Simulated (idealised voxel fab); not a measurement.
process module | voxel gate over fins
cross-section cut | 240 nm wide | cells 5 nm
A cross-section is a grid of square cells, given in bands from the top down. A band is one or more rows of cells.
Each band's line starts with the height of the band's top and of its bottom, in nm. Then come its materials from left to right, each with its width in nm. One material with "throughout" fills the band from edge to edge. "air" is empty space.
Height 0 is the level under which the wafer as received is all one material. The lowest band goes on downwards, as in "0 down".
A width such as "30 to 40" changes by the same amount from each row of cells to the next, from the band's top row to its bottom row.
"no change" after a step means that no cell of the cross-section changed.
closed voids: empty space of 8 cells or more with no open way to the top, each as width x height at its distance from the left edge, in nm
after a step's settings: what the simulator itself notes on the step
overlay nm, on a step with a mask: how far to the right of its planned place the mask lay; to the left if negative
plan
1 op RECEIVE | material Si
2 op CONFORMAL_DEP | material SiN | thk nm 5
3 op DIRECTIONAL_DEP | material aC | thk nm 10
4 op PATTERN | tone cover | mask id FINS | material resist | width nm 15 | pitch nm 35 | thk nm 30 | overlay nm 0
5 op DIRECTIONAL_ETCH | etch materials aC | depth nm 10
6 op STRIP | etch materials resist
7 op DIRECTIONAL_ETCH | etch materials SiN | depth nm 5
8 op DIRECTIONAL_ETCH | etch materials Si | depth nm 35
9 op STRIP | etch materials aC
10 op FILL_DEP | material SiO2 | thk nm 10
11 op CMP | height nm 5
12 op SELECTIVE_ETCH | etch materials SiO2 | depth nm 20
13 op STRIP | etch materials SiN
14 op CONFORMAL_DEP | material HfO2 | thk nm 5
15 op CONFORMAL_DEP | material TiN | thk nm 5
16 op FILL_DEP | material W | thk nm 10
17 op CMP | height nm 15
18 op CONFORMAL_DEP | material SiCN | thk nm 5
as received, after step 1
  0 down: Si throughout
  closed voids: none
first wafer at the end, as planned
  20 to 15: SiCN throughout
  15 to 10: W throughout
  10 to 5: W 50 | TiN 140 | W 50
  5 to 0: W 50 | TiN 5 | HfO2 25 | TiN 10 | HfO2 25 | TiN 10 | HfO2 25 | TiN 10 | HfO2 25 | TiN 5 | W 50
  0 to -5: W 50 | TiN 5 | HfO2 5 | Si 15 | HfO2 5 | TiN 10 | HfO2 5 | Si 15 | HfO2 5 | TiN 10 | HfO2 5 | Si 15 | HfO2 5 | TiN 10 | HfO2 5 | Si 15 | HfO2 5 | TiN 5 | W 50
  -5 to -10: TiN 55 | HfO2 5 | Si 15 | HfO2 5 | TiN 10 | HfO2 5 | Si 15 | HfO2 5 | TiN 10 | HfO2 5 | Si 15 | HfO2 5 | TiN 10 | HfO2 5 | Si 15 | HfO2 5 | TiN 55
  -10 to -15: HfO2 60 | Si 15 | HfO2 20 | Si 15 | HfO2 20 | Si 15 | HfO2 20 | Si 15 | HfO2 60
  -15 to -35: SiO2 60 | Si 15 | SiO2 20 | Si 15 | SiO2 20 | Si 15 | SiO2 20 | Si 15 | SiO2 60
  -35 down: Si throughout
  closed voids: none
second wafer at the end: like start, like plan, one mistake
  20 to 10: SiCN throughout
  10 to 5: SiCN 50 | TiN 140 | SiCN 50
  5 to 0: SiCN 50 | TiN 5 | HfO2 25 | TiN 10 | HfO2 25 | TiN 10 | HfO2 25 | TiN 10 | HfO2 25 | TiN 5 | SiCN 50
  0 to -5: SiCN 50 | TiN 5 | HfO2 5 | Si 15 | HfO2 5 | TiN 10 | HfO2 5 | Si 15 | HfO2 5 | TiN 10 | HfO2 5 | Si 15 | HfO2 5 | TiN 10 | HfO2 5 | Si 15 | HfO2 5 | TiN 5 | SiCN 50
  -5 to -10: TiN 55 | HfO2 5 | Si 15 | HfO2 5 | TiN 10 | HfO2 5 | Si 15 | HfO2 5 | TiN 10 | HfO2 5 | Si 15 | HfO2 5 | TiN 10 | HfO2 5 | Si 15 | HfO2 5 | TiN 55
  -10 to -15: HfO2 60 | Si 15 | HfO2 20 | Si 15 | HfO2 20 | Si 15 | HfO2 20 | Si 15 | HfO2 60
  -15 to -35: SiO2 60 | Si 15 | SiO2 20 | Si 15 | SiO2 20 | Si 15 | SiO2 20 | Si 15 | SiO2 60
  -35 down: Si throughout
  closed voids: none
what went wrong: step 16 ran as: op FILL_DEP | material SiCN | thk nm 10
at the end the second wafer has, in cells: 108 more of SiCN | 108 fewer of W
